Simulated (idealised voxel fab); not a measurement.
Herein follows the process module entitled voxel self aligned vias.
Square cell edge 5 nm, section width 270 nm, ID cut.
In what follows, cross-sections appear as grids of square cells, described through bands that run from the top down, where every band is one or more rows of cells. What a band's entry tells you: where the top is and where the bottom is, as heights in nm, and after that what lies inside, material by material from left to right, each with its width in nm. Empty space is written as the word "air", and a single material marked with the word "full width" occupies the band from edge to edge. For the purposes of this specification, 0 denotes the height below which the wafer in its as-received condition is composed wholly of one material, and the lowermost band, lacking a lower limit, extends downward without end, as expressed in "0 -> down". Read "30->40" as a graded width: first number on top, second number at the bottom, same change between each pair of neighbouring rows. "nothing was modified" -> step changed no cross-section cell. Enclosed voids (no open way to top), threshold 8 cells or more, entry "Closed voids list", notation width x height at distance, distance from left edge, nm. If you see something after the settings on a step's line, that's the simulator's own remark about that step. The optional step-line setting "overlay nm" applies to steps with a mask and quantifies how far to the right of its planned location the mask lay, a negative value indicating leftward placement.

The process steps that were planned are listed below:
- 1: RECEIVE (material Si)
- 2: CONFORMAL_DEP (material SiO2; thk nm 15)
- 3: CONFORMAL_DEP (material SiCN; thk nm 5)
- 4: DIRECTIONAL_DEP (material SiO2; thk nm 25)
- 5: MASKED_ETCH (tone open; mask id LINES; width nm 30; pitch nm 80; etch materials SiO2; depth nm 25; overlay nm 0)
- 6: CONFORMAL_DEP (material TiN; thk nm 5)
- 7: FILL_DEP (material W; thk nm 10)
- 8: CMP (height nm 45)
- 9: SELECTIVE_ETCH (etch materials W Ru TiN; depth nm 10)
- 10: FILL_DEP (material SiN; thk nm 10)
- 11: CMP (height nm 45)
- 12: DIRECTIONAL_DEP (material SiO2; thk nm 15)
- 13: PATTERN (tone open; mask id VIAS; material resist; width nm 50; pitch nm 80; thk nm 20; overlay nm 0)
- 14: DIRECTIONAL_ETCH (etch materials SiO2; depth nm 15)
- 15: DIRECTIONAL_ETCH (etch materials SiN; depth nm 10)
- 16: STRIP (etch materials resist)
- 17: CONFORMAL_DEP (material TiN; thk nm 5)
- 18: FILL_DEP (material W; thk nm 10)
- 19: CMP (height nm 60)
- 20: CONFORMAL_DEP (material SiCN; thk nm 5)

As received (post step 1): cross-section:
	0 -> down = Si full width
	Closed voids list: none

Starting wafer: above. Plan: above. Run: one mistake. Cross-section after the module: below:
	65 -> 60 = SiCN full width
	60 -> 50 = SiO2=70, then TiN=5, then W=40, then TiN=5, then SiO2=30, then TiN=5, then W=40, then TiN=5, then SiO2=70
	50 -> 45 = SiO2=70, then TiN=50, then SiO2=30, then TiN=50, then SiO2=70
	45 -> 25 = SiO2=80, then TiN=5, then SiO2=20, then TiN=5, then SiO2=50, then TiN=5, then SiO2=20, then TiN=5, then SiO2=80
	25 -> 20 = SiO2=80, then TiN=30, then SiO2=50, then TiN=30, then SiO2=80
	20 -> 15 = SiCN full width
	15 -> 0 = SiO2 full width
	0 -> down = Si full width
	Closed voids list: none
Deviation from plan: step 7 deviated from plan and actually ran as FILL_DEP (material SiO2; thk nm 10)
